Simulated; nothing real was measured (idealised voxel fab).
Process module heading - voxel gate over fins
The cross-section on display is named cut; it measures 300 nm wide, and its cells are 5 nm squares.
Cross-section spec: square-cell grid; bands listed top down; each band is one or more rows. Basically the band line says how high the top is and how high the bottom is, in nm, and then what's in it from left to right, every material with its width in nm. Empty space shows up as "air", and if a single material carries "edge to edge" it runs the full band edge to edge. The reference from which all heights are counted is 0, the level beneath which the as-received wafer is entirely one material; the lowest band, having no lower bound, proceeds downward and is written after the example "0..down". Think of "30->40" as a width that walks from the first number to the second as you go down the band, top row to bottom row, taking equal-sized steps from row to row. Step note "left unchanged" = no cross-section cell changed. Heads up: "Enclosed internal voids" only lists the empty pockets with no open path to the top that are 8 cells or more, and it writes them as width x height at distance, distance from the left edge, in nm. after a step's settings: what the simulator itself notes on the step. overlay nm: for a step with a mask, the amount by which the mask lay right of where it was planned; a negative amount means left of it.

Process steps (planned)
- 1: op RECEIVE | material Si
- 2: op CONFORMAL_DEP | material SiN | thk nm 10
- 3: op PATTERN | tone cover | mask id FINS | material resist | width nm 15 | pitch nm 40 | thk nm 15 | overlay nm 0
- 4: op DIRECTIONAL_ETCH | etch materials SiN | depth nm 10
- 5: op DIRECTIONAL_ETCH | etch materials Si | depth nm 35
- 6: op STRIP | etch materials resist
- 7: op FILL_DEP | material SiO2 | thk nm 15
- 8: op CMP | height nm 10
- 9: op SELECTIVE_ETCH | etch materials SiO2 | depth nm 25
- 10: op STRIP | etch materials SiN
- 11: op CONFORMAL_DEP | material HfO2 | thk nm 5
- 12: op CONFORMAL_DEP | material TiN | thk nm 5
- 13: op FILL_DEP | material W | thk nm 15
- 14: op CMP | height nm 20
- 15: op CONFORMAL_DEP | material SiN | thk nm 5

As received (post step 1): cross-section
0..down: Si edge to edge
Enclosed internal voids: none

First of two wafers at the end of the module, shown in cross-section; run carried out as planned
25..20: SiN edge to edge
20..10: W edge to edge
10..5: W (110)  TiN (35)  W (5)  TiN (35)  W (115)
5..0: W (110)  TiN (5)  HfO2 (25)  TiN (5)  W (5)  TiN (5)  HfO2 (25)  TiN (5)  W (115)
0..-5: W (110)  TiN (5)  HfO2 (5)  Si (15)  HfO2 (5)  TiN (5)  W (5)  TiN (5)  HfO2 (5)  Si (15)  HfO2 (5)  TiN (5)  W (115)
-5..-10: TiN (115)  HfO2 (5)  Si (15)  HfO2 (5)  TiN (15)  HfO2 (5)  Si (15)  HfO2 (5)  TiN (120)
-10..-15: HfO2 (120)  Si (15)  HfO2 (25)  Si (15)  HfO2 (125)
-15..-35: SiO2 (120)  Si (15)  SiO2 (25)  Si (15)  SiO2 (125)
-35..down: Si edge to edge
Enclosed internal voids: none

Cross-section, wafer two of two, end of module: same start and plan as wafer one, one error in execution
25..20: SiN edge to edge
20..10: W edge to edge
10..5: W (110)  HfO2 (35)  W (5)  HfO2 (35)  W (115)
5..0: W (110)  HfO2 (5)  TiN (25)  HfO2 (5)  W (5)  HfO2 (5)  TiN (25)  HfO2 (5)  W (115)
0..-5: W (110)  HfO2 (5)  TiN (5)  Si (15)  TiN (5)  HfO2 (5)  W (5)  HfO2 (5)  TiN (5)  Si (15)  TiN (5)  HfO2 (5)  W (115)
-5..-10: HfO2 (115)  TiN (5)  Si (15)  TiN (5)  HfO2 (15)  TiN (5)  Si (15)  TiN (5)  HfO2 (120)
-10..-15: TiN (120)  Si (15)  TiN (25)  Si (15)  TiN (125)
-15..-35: SiO2 (120)  Si (15)  SiO2 (25)  Si (15)  SiO2 (125)
-35..down: Si edge to edge
Enclosed internal voids: none
Finding, execution versus plan: plan steps 11 and 12 run swapped
Heads up: at the end the two wafers have identical cell counts per material, they're just laid out differently.
